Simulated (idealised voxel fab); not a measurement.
Process module, titled voxel spacer lines
Each square cell in cross-section cut measures 5 nm, and the section as a whole is 145 nm wide.
Cross-section = grid of square cells, listed top down in bands; band = one or more rows. Band entry format. Leading values: height of top, height of bottom, nm. Remainder: materials in left-to-right order, each with its width in nm. Special words: "edge to edge" on a single material, which then fills the band edge to edge; "blank", empty space. Height reference: 0 = level under which incoming wafer is all one material. Lowest band: no bottom, runs on downward, e.g. "z 0 and below". Quick explanation for "30 to 40": the width changes in equal steps down the rows of cells, from the first number in the band's top row to the second number in its bottom row. When a step is marked "remained the same", none of the cells in the cross-section changed during that step. "Enclosed voids" - sealed voids, min. 8 cells, no opening to top; format: width x height at distance (distance from left edge; nm throughout). Text after the settings on a step's line: the simulator's own remark on that step. If you see "overlay nm" on a step's line and that step has a mask, it's telling you how far right of where it was planned the mask ended up; a negative number means it went left instead.

Process steps (planned)
step 1: op RECEIVE | material Si
step 2: op CONFORMAL_DEP | material Al2O3 | thk nm 5
step 3: op DIRECTIONAL_DEP | material W | thk nm 15
step 4: op DIRECTIONAL_DEP | material polySi | thk nm 20
step 5: op PATTERN | tone cover | mask id MANDREL | material resist | width nm 15 | pitch nm 50 | thk nm 30 | overlay nm -15
step 6: op DIRECTIONAL_ETCH | etch materials polySi | depth nm 20
step 7: op STRIP | etch materials resist
step 8: op CONFORMAL_DEP | material SiN | thk nm 10
step 9: op DIRECTIONAL_ETCH | etch materials SiN | depth nm 10
step 10: op STRIP | etch materials polySi
step 11: op DIRECTIONAL_ETCH | etch materials W | depth nm 15
step 12: op STRIP | etch materials SiN
step 13: op FILL_DEP | material SiO2 | thk nm 5
step 14: op CMP | height nm 20
What sets these wafers apart? The overlay nm at step 5. They all start alike, and the plan carries the first wafer's value.

Cross-section: the first of several wafers in its as-received state, i.e. following step 1
z 0 and below  Si edge to edge
Enclosed voids: none

Cross-sectional representation of the first of several wafers at the end of the module, i.e. after its terminal step, step 14
z 20 to 5  15 of SiO2 | 10 of W | 15 of SiO2 | 10 of W | 15 of SiO2 | 10 of W | 15 of SiO2 | 10 of W | 45 of SiO2
z 5 to 0  Al2O3 edge to edge
z 0 and below  Si edge to edge
Enclosed voids: none

Here we cross-sectioned the last of the wafers once the module was done
z 20 to 5  45 of SiO2 | 10 of W | 15 of SiO2 | 10 of W | 15 of SiO2 | 10 of W | 15 of SiO2 | 10 of W | 15 of SiO2
z 5 to 0  Al2O3 edge to edge
z 0 and below  Si edge to edge
Enclosed voids: none

Per wafer, end of module: cells gained (+) or lost (-) per material since receipt, then closed voids
overlay nm -15, +29 Al2O3, +63 SiO2, +24 W, Enclosed voids: none
overlay nm -10, +29 Al2O3, +63 SiO2, +24 W, Enclosed voids: none
overlay nm -5, +29 Al2O3, +63 SiO2, +24 W, Enclosed voids: none
overlay nm 0, +29 Al2O3, +63 SiO2, +24 W, Enclosed voids: none
overlay nm 5, +29 Al2O3, +63 SiO2, +24 W, Enclosed voids: none
overlay nm 10, +29 Al2O3, +63 SiO2, +24 W, Enclosed voids: none
overlay nm 15, +29 Al2O3, +63 SiO2, +24 W, Enclosed voids: none
